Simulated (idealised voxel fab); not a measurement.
Process module, titled voxel plated lines
The cross-section on display is named cut; it measures 285 nm wide, and its cells are 5 nm squares.
Square cells in a grid make up a cross-section in this document, and the grid is given as bands, listed from the top down, each one or more rows of cells. Band: top height; bottom height; in nm. Then, left to right: material with width in nm, for each material. "edge to edge": a single material spanning edge to edge. "empty": empty space. Beneath 0, the wafer as received is one material, and that level is where height counting begins. The lowest band goes on downward without a bottom; it is written like "from 0 down". Quick explanation for "30->40": the width changes in equal steps down the rows of cells, from the first number in the band's top row to the second number in its bottom row. The cross-section has no changed cell in any step marked "nothing was modified". The list in "Enclosed void catalog" covers empty spaces of 8 cells or more that cannot reach the top through any open way, and it gives each as width x height at distance; the distance is from the left edge, and width, height and distance are in nm. Note: text after step settings on the step line = simulator remark on that step. overlay nm: mask right of planned place by this much (step with mask). Neg. = left.
# Process steps - plan
| 1 | RECEIVE,material Si |
| 2 | CONFORMAL_DEP,material SiN,thk nm 10 |
| 3 | DIRECTIONAL_DEP,material TiN,thk nm 5 |
| 4 | PATTERN,tone open,mask id LINES,material resist,width nm 20,pitch nm 40,thk nm 15,overlay nm 0 |
| 5 | EPI,material Ru,thk nm 10 |
| 6 | STRIP,etch materials resist |
| 7 | DIRECTIONAL_ETCH,etch materials TiN,depth nm 5 |
| 8 | CONFORMAL_DEP,material SiN,thk nm 10 |
All wafers enter the flow in the same state. The thk nm at step 3 differs from wafer to wafer, and the plan gives the value for the first wafer.
# The first of several wafers, as received after step 1, seen in section
    from 0 down | Si edge to edge
    Enclosed void catalog: none
# Cross-section of the first of several wafers once the module has run through its last step, step 8
    from 35 to 25 | empty 100 nm, then SiN 80 nm, then empty 105 nm
    from 25 to 20 | empty 100 nm, then SiN 10 nm, then Ru 20 nm, then SiN 20 nm, then Ru 20 nm, then SiN 10 nm, then empty 105 nm
    from 20 to 15 | SiN 110 nm, then Ru 20 nm, then SiN 20 nm, then Ru 20 nm, then SiN 115 nm
    from 15 to 10 | SiN 110 nm, then TiN 20 nm, then SiN 20 nm, then TiN 20 nm, then SiN 115 nm
    from 10 to 0 | SiN edge to edge
    from 0 down | Si edge to edge
    Enclosed void catalog: none
# Cross-section, last wafer, module completion
    from 50 to 40 | empty 100 nm, then SiN 80 nm, then empty 105 nm
    from 40 to 35 | empty 100 nm, then SiN 10 nm, then Ru 20 nm, then SiN 20 nm, then Ru 20 nm, then SiN 10 nm, then empty 105 nm
    from 35 to 30 | SiN 110 nm, then Ru 20 nm, then SiN 20 nm, then Ru 20 nm, then SiN 115 nm
    from 30 to 25 | SiN 110 nm, then TiN 20 nm, then SiN 20 nm, then TiN 20 nm, then SiN 115 nm
    from 25 to 10 | TiN edge to edge
    from 10 to 0 | SiN edge to edge
    from 0 down | Si edge to edge
    Enclosed void catalog: none
# Per wafer, end of module: cells gained (+) or lost (-) per material since receipt, then closed voids
thk nm 5; +16 Ru; +252 SiN; +8 TiN; Enclosed void catalog: none
thk nm 10; +16 Ru; +252 SiN; +65 TiN; Enclosed void catalog: none
thk nm 15; +16 Ru; +252 SiN; +122 TiN; Enclosed void catalog: none
thk nm 20; +16 Ru; +252 SiN; +179 TiN; Enclosed void catalog: none
